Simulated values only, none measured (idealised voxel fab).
A process module follows: voxel tone inversion.
Square cell edge 5 nm, section width 265 nm, ID cut.
Think of the cross-section as a grid of square cells. We describe it in bands, top to bottom, and each band covers one or more rows of those cells.
What a band's entry tells you: where the top is and where the bottom is, as heights in nm, and after that what lies inside, material by material from left to right, each with its width in nm. Empty space is written as the word "empty", and a single material marked with the word "all across" occupies the band from edge to edge.
The reference from which all heights are counted is 0, the level beneath which the as-received wafer is entirely one material; the lowest band, having no lower bound, proceeds downward and is written after the example "0 nm and below".
A width such as "30->40" changes by the same amount from each row of cells to the next, from the band's top row to its bottom row.
"nothing different" means the step left every cell of the cross-section as it was.
This entry, "Voids, enclosed", enumerates those empty regions of no fewer than 8 cells that possess no open connection to the top. Each region is reported in the form width x height at distance, the distance being taken from the left edge, with all three quantities expressed in nm.
Past the settings on a step's line: simulator remark, on that step.
If you see "overlay nm" on a step's line and that step has a mask, it's telling you how far right of where it was planned the mask ended up; a negative number means it went left instead.
Before/after cross-section pairs, one process step each; after shown to lowest changed band; step and settings beneath. Pairs may be from different runs of this module on the same starting wafer; a pair continues from the one above only where its "Ahead of processing" entry says so.

**Ahead of processing**
    0 nm and below: Si all across
    Voids, enclosed: none

**Sectional Result**
    5 nm to 0 nm: SiCN all across
    Nothing below the height 0 has changed.
    Voids, enclosed: none
Link between the two cross-sections above: CONFORMAL_DEP: material SiCN, thk nm 5

Ahead of processing: see the after view in the pair directly above.

**Sectional Result**
    25 nm to 5 nm: aC all across
    Nothing below the height 5 has changed.
    Voids, enclosed: none
Link between the two cross-sections above: DIRECTIONAL_DEP: material aC, thk nm 20

Ahead of processing: see the after view in the pair directly above.

**Sectional Result**
    50 nm to 25 nm: empty (105) | resist (15) | empty (20) | resist (15) | empty (110)
    Nothing below the height 25 has changed.
    Voids, enclosed: none
Link between the two cross-sections above: PATTERN: tone cover, mask id POSTS, material resist, width nm 15, pitch nm 35, thk nm 25, overlay nm 0

Ahead of processing: see the after view in the pair directly above.

**Sectional Result**
    30 nm to 25 nm: empty (105) | resist (15) | empty (20) | resist (15) | empty (110)
    25 nm to 5 nm: empty (105) | aC (15) | empty (20) | aC (15) | empty (110)
    Nothing below the height 5 has changed.
    Voids, enclosed: none
Link between the two cross-sections above: DIRECTIONAL_ETCH: etch materials aC, depth nm 20

Ahead of processing: see the after view in the pair directly above.

**Sectional Result**
    25 nm to 5 nm: empty (105) | aC (15) | empty (20) | aC (15) | empty (110)
    Nothing below the height 5 has changed.
    Voids, enclosed: none
Link between the two cross-sections above: STRIP: etch materials resist

Ahead of processing: see the after view in the pair directly above.

**Sectional Result**
    30 nm to 25 nm: SiO2 all across
    25 nm to 5 nm: SiO2 (105) | aC (15) | SiO2 (20) | aC (15) | SiO2 (110)
    Nothing below the height 5 has changed.
    Voids, enclosed: none
Link between the two cross-sections above: FILL_DEP: material SiO2, thk nm 5

Ahead of processing: see the after view in the pair directly above.

**Sectional Result**
    25 nm to 5 nm: SiO2 (105) | aC (15) | SiO2 (20) | aC (15) | SiO2 (110)
    Nothing below the height 5 has changed.
    Voids, enclosed: none
Link between the two cross-sections above: CMP: height nm 25

Ahead of processing: see the after view in the pair directly above.

**Sectional Result**
    25 nm to 5 nm: SiO2 (105) | empty (15) | SiO2 (20) | empty (15) | SiO2 (110)
    Nothing below the height 5 has changed.
    Voids, enclosed: none
Link between the two cross-sections above: STRIP: etch materials aC

**Ahead of processing**
    0 nm and below: Si all across
    Voids, enclosed: none

**Sectional Result**
    20 nm to 0 nm: aC all across
    Nothing below the height 0 has changed.
    Voids, enclosed: none
Link between the two cross-sections above: DIRECTIONAL_DEP: material aC, thk nm 20

Ahead of processing: see the after view in the pair directly above.

**Sectional Result**
    45 nm to 20 nm: empty (105) | resist (15) | empty (20) | resist (15) | empty (110)
    Nothing below the height 20 has changed.
    Voids, enclosed: none
Link between the two cross-sections above: PATTERN: tone cover, mask id POSTS, material resist, width nm 15, pitch nm 35, thk nm 25, overlay nm 0

Ahead of processing: see the after view in the pair directly above.

**Sectional Result**
    25 nm to 20 nm: empty (105) | resist (15) | empty (20) | resist (15) | empty (110)
    20 nm to 0 nm: empty (105) | aC (15) | empty (20) | aC (15) | empty (110)
    Nothing below the height 0 has changed.
    Voids, enclosed: none
Link between the two cross-sections above: DIRECTIONAL_ETCH: etch materials aC, depth nm 20

Ahead of processing: see the after view in the pair directly above.

**Sectional Result**
    20 nm to 0 nm: empty (105) | aC (15) | empty (20) | aC (15) | empty (110)
    Nothing below the height 0 has changed.
    Voids, enclosed: none
Link between the two cross-sections above: STRIP: etch materials resist

Ahead of processing: see the after view in the pair directly above.

**Sectional Result**
    25 nm to 20 nm: SiO2 all across
    20 nm to 0 nm: SiO2 (105) | aC (15) | SiO2 (20) | aC (15) | SiO2 (110)
    Nothing below the height 0 has changed.
    Voids, enclosed: none
Link between the two cross-sections above: FILL_DEP: material SiO2, thk nm 5

**Ahead of processing**
    20 nm to 0 nm: aC all across
    0 nm and below: Si all across
    Voids, enclosed: none

**Sectional Result**
    25 nm to 20 nm: SiCN all across
    Nothing below the height 20 has changed.
    Voids, enclosed: none
Link between the two cross-sections above: CONFORMAL_DEP: material SiCN, thk nm 5

Ahead of processing: see the after view in the pair directly above.

**Sectional Result**
    50 nm to 25 nm: empty (105) | resist (15) | empty (20) | resist (15) | empty (110)
    Nothing below the height 25 has changed.
    Voids, enclosed: none
Link between the two cross-sections above: PATTERN: tone cover, mask id POSTS, material resist, width nm 15, pitch nm 35, thk nm 25, overlay nm 0

Ahead of processing: see the after view in the pair directly above.

**Sectional Result**
    30 nm to 25 nm: empty (105) | resist (15) | empty (20) | resist (15) | empty (110)
    Nothing below the height 25 has changed.
    Voids, enclosed: none
Link between the two cross-sections above: DIRECTIONAL_ETCH: etch materials aC, depth nm 20

Ahead of processing: see the after view in the pair directly above.

**Sectional Result**
    25 nm to 20 nm: SiCN all across
    Nothing below the height 20 has changed.
    Voids, enclosed: none
Link between the two cross-sections above: STRIP: etch materials resist

Ahead of processing: see the after view in the pair directly above.

**Sectional Result**
    30 nm to 25 nm: SiO2 all across
    Nothing below the height 25 has changed.
    Voids, enclosed: none
Link between the two cross-sections above: FILL_DEP: material SiO2, thk nm 5

Ahead of processing: see the after view in the pair directly above.

**Sectional Result**
    25 nm to 20 nm: SiCN all across
    Nothing below the height 20 has changed.
    Voids, enclosed: none
Link between the two cross-sections above: CMP: height nm 25

**Ahead of processing**
    0 nm and below: Si all across
    Voids, enclosed: none

**Sectional Result**
    15 nm to 0 nm: SiCN all across
    Nothing below the height 0 has changed.
    Voids, enclosed: none
Link between the two cross-sections above: CONFORMAL_DEP: material SiCN, thk nm 15

Ahead of processing: see the after view in the pair directly above.

**Sectional Result**
    35 nm to 15 nm: aC all across
    Nothing below the height 15 has changed.
    Voids, enclosed: none
Link between the two cross-sections above: DIRECTIONAL_DEP: material aC, thk nm 20

Ahead of processing: see the after view in the pair directly above.

**Sectional Result**
    60 nm to 35 nm: empty (105) | resist (15) | empty (20) | resist (15) | empty (110)
    Nothing below the height 35 has changed.
    Voids, enclosed: none
Link between the two cross-sections above: PATTERN: tone cover, mask id POSTS, material resist, width nm 15, pitch nm 35, thk nm 25, overlay nm 0

Ahead of processing: see the after view in the pair directly above.

**Sectional Result**
    40 nm to 35 nm: empty (105) | resist (15) | empty (20) | resist (15) | empty (110)
    35 nm to 15 nm: empty (105) | aC (15) | empty (20) | aC (15) | empty (110)
    Nothing below the height 15 has changed.
    Voids, enclosed: none
Link between the two cross-sections above: DIRECTIONAL_ETCH: etch materials aC, depth nm 20

Ahead of processing: see the after view in the pair directly above.

**Sectional Result**
    35 nm to 15 nm: empty (105) | aC (15) | empty (20) | aC (15) | empty (110)
    Nothing below the height 15 has changed.
    Voids, enclosed: none
Link between the two cross-sections above: STRIP: etch materials resist

Ahead of processing: see the after view in the pair directly above.

**Sectional Result**
    40 nm to 35 nm: SiO2 all across
    35 nm to 15 nm: SiO2 (105) | aC (15) | SiO2 (20) | aC (15) | SiO2 (110)
    Nothing below the height 15 has changed.
    Voids, enclosed: none
Link between the two cross-sections above: FILL_DEP: material SiO2, thk nm 5

Ahead of processing: see the after view in the pair directly above.

**Sectional Result**
    25 nm to 15 nm: SiO2 (105) | aC (15) | SiO2 (20) | aC (15) | SiO2 (110)
    Nothing below the height 15 has changed.
    Voids, enclosed: none
Link between the two cross-sections above: CMP: height nm 25

Ahead of processing: see the after view in the pair directly above.

**Sectional Result**
    25 nm to 15 nm: SiO2 (105) | empty (15) | SiO2 (20) | empty (15) | SiO2 (110)
    Nothing below the height 15 has changed.
    Voids, enclosed: none
Link between the two cross-sections above: STRIP: etch materials aC

**Ahead of processing**
    25 nm to 5 nm: aC all across
    5 nm to 0 nm: SiCN all across
    0 nm and below: Si all across
    Voids, enclosed: none

**Sectional Result**
    50 nm to 25 nm: empty (105) | resist (20) | empty (15) | resist (20) | empty (105)
    Nothing below the height 25 has changed.
    Voids, enclosed: none
Link between the two cross-sections above: PATTERN: tone cover, mask id POSTS, material resist, width nm 20, pitch nm 35, thk nm 25, overlay nm 0

Ahead of processing: see the after view in the pair directly above.

**Sectional Result**
    30 nm to 25 nm: empty (105) | resist (20) | empty (15) | resist (20) | empty (105)
    25 nm to 5 nm: empty (105) | aC (20) | empty (15) | aC (20) | empty (105)
    Nothing below the height 5 has changed.
    Voids, enclosed: none
Link between the two cross-sections above: DIRECTIONAL_ETCH: etch materials aC, depth nm 20

Ahead of processing: see the after view in the pair directly above.

**Sectional Result**
    25 nm to 5 nm: empty (105) | aC (20) | empty (15) | aC (20) | empty (105)
    Nothing below the height 5 has changed.
    Voids, enclosed: none
Link between the two cross-sections above: STRIP: etch materials resist

Ahead of processing: see the after view in the pair directly above.

**Sectional Result**
    30 nm to 25 nm: SiO2 all across
    25 nm to 5 nm: SiO2 (105) | aC (20) | SiO2 (15) | aC (20) | SiO2 (105)
    Nothing below the height 5 has changed.
    Voids, enclosed: none
Link between the two cross-sections above: FILL_DEP: material SiO2, thk nm 5

Ahead of processing: see the after view in the pair directly above.

**Sectional Result**
    25 nm to 5 nm: SiO2 (105) | aC (20) | SiO2 (15) | aC (20) | SiO2 (105)
    Nothing below the height 5 has changed.
    Voids, enclosed: none
Link between the two cross-sections above: CMP: height nm 25

Ahead of processing: see the after view in the pair directly above.

**Sectional Result**
    25 nm to 5 nm: SiO2 (105) | empty (20) | SiO2 (15) | empty (20) | SiO2 (105)
    Nothing below the height 5 has changed.
    Voids, enclosed: none
Link between the two cross-sections above: STRIP: etch materials aC

**Ahead of processing**
    25 nm to 5 nm: aC all across
    5 nm to 0 nm: SiCN all across
    0 nm and below: Si all across
    Voids, enclosed: none

**Sectional Result**
    50 nm to 25 nm: empty (100) | resist (15) | empty (20) | resist (15) | empty (115)
    Nothing below the height 25 has changed.
    Voids, enclosed: none
Link between the two cross-sections above: PATTERN: tone cover, mask id POSTS, material resist, width nm 15, pitch nm 35, thk nm 25, overlay nm -5

Ahead of processing: see the after view in the pair directly above.

**Sectional Result**
    30 nm to 25 nm: empty (100) | resist (15) | empty (20) | resist (15) | empty (115)
    25 nm to 5 nm: empty (100) | aC (15) | empty (20) | aC (15) | empty (115)
    Nothing below the height 5 has changed.
    Voids, enclosed: none
Link between the two cross-sections above: DIRECTIONAL_ETCH: etch materials aC, depth nm 20

Ahead of processing: see the after view in the pair directly above.

**Sectional Result**
    25 nm to 5 nm: empty (100) | aC (15) | empty (20) | aC (15) | empty (115)
    Nothing below the height 5 has changed.
    Voids, enclosed: none
Link between the two cross-sections above: STRIP: etch materials resist

Ahead of processing: see the after view in the pair directly above.

**Sectional Result**
    30 nm to 25 nm: SiO2 all across
    25 nm to 5 nm: SiO2 (100) | aC (15) | SiO2 (20) | aC (15) | SiO2 (115)
    Nothing below the height 5 has changed.
    Voids, enclosed: none
Link between the two cross-sections above: FILL_DEP: material SiO2, thk nm 5

Ahead of processing: see the after view in the pair directly above.

**Sectional Result**
    25 nm to 5 nm: SiO2 (100) | aC (15) | SiO2 (20) | aC (15) | SiO2 (115)
    Nothing below the height 5 has changed.
    Voids, enclosed: none
Link between the two cross-sections above: CMP: height nm 25

Ahead of processing: see the after view in the pair directly above.

**Sectional Result**
    25 nm to 5 nm: SiO2 (100) | empty (15) | SiO2 (20) | empty (15) | SiO2 (115)
    Nothing below the height 5 has changed.
    Voids, enclosed: none
Link between the two cross-sections above: STRIP: etch materials aC

**Ahead of processing**
    25 nm to 5 nm: empty (105) | aC (15) | empty (20) | aC (15) | empty (110)
    5 nm to 0 nm: SiCN all across
    0 nm and below: Si all across
    Voids, enclosed: none

**Sectional Result**
    30 nm to 25 nm: SiCN all across
    25 nm to 5 nm: SiCN (105) | aC (15) | SiCN (20) | aC (15) | SiCN (110)
    Nothing below the height 5 has changed.
    Voids, enclosed: none
Link between the two cross-sections above: FILL_DEP: material SiCN, thk nm 5

Ahead of processing: see the after view in the pair directly above.

**Sectional Result**
    25 nm to 5 nm: SiCN (105) | aC (15) | SiCN (20) | aC (15) | SiCN (110)
    Nothing below the height 5 has changed.
    Voids, enclosed: none
Link between the two cross-sections above: CMP: height nm 25

Ahead of processing: see the after view in the pair directly above.

**Sectional Result**
    25 nm to 5 nm: SiCN (105) | empty (15) | SiCN (20) | empty (15) | SiCN (110)
    Nothing below the height 5 has changed.
    Voids, enclosed: none
Link between the two cross-sections above: STRIP: etch materials aC

**Ahead of processing**
    25 nm to 5 nm: aC all across
    5 nm to 0 nm: SiCN all across
    0 nm and below: Si all across
    Voids, enclosed: none

**Sectional Result**
    50 nm to 25 nm: resist (105) | empty (15) | resist (20) | empty (15) | resist (110)
    Nothing below the height 25 has changed.
    Voids, enclosed: none
Link between the two cross-sections above: PATTERN: tone open, mask id POSTS, material resist, width nm 15, pitch nm 35, thk nm 25, overlay nm 0

Ahead of processing: see the after view in the pair directly above.

**Sectional Result**
    30 nm to 25 nm: resist (105) | empty (15) | resist (20) | empty (15) | resist (110)
    25 nm to 5 nm: aC (105) | empty (15) | aC (20) | empty (15) | aC (110)
    Nothing below the height 5 has changed.
    Voids, enclosed: none
Link between the two cross-sections above: DIRECTIONAL_ETCH: etch materials aC, depth nm 20

Ahead of processing: see the after view in the pair directly above.

**Sectional Result**
    25 nm to 5 nm: aC (105) | empty (15) | aC (20) | empty (15) | aC (110)
    Nothing below the height 5 has changed.
    Voids, enclosed: none
Link between the two cross-sections above: STRIP: etch materials resist

Ahead of processing: see the after view in the pair directly above.

**Sectional Result**
    30 nm to 25 nm: SiO2 all across
    25 nm to 5 nm: aC (105) | SiO2 (15) | aC (20) | SiO2 (15) | aC (110)
    Nothing below the height 5 has changed.
    Voids, enclosed: none
Link between the two cross-sections above: FILL_DEP: material SiO2, thk nm 5

Ahead of processing: see the after view in the pair directly above.

**Sectional Result**
    25 nm to 5 nm: aC (105) | SiO2 (15) | aC (20) | SiO2 (15) | aC (110)
    Nothing below the height 5 has changed.
    Voids, enclosed: none
Link between the two cross-sections above: CMP: height nm 25

Ahead of processing: see the after view in the pair directly above.

**Sectional Result**
    25 nm to 5 nm: empty (105) | SiO2 (15) | empty (20) | SiO2 (15) | empty (110)
    Nothing below the height 5 has changed.
    Voids, enclosed: none
Link between the two cross-sections above: STRIP: etch materials aC
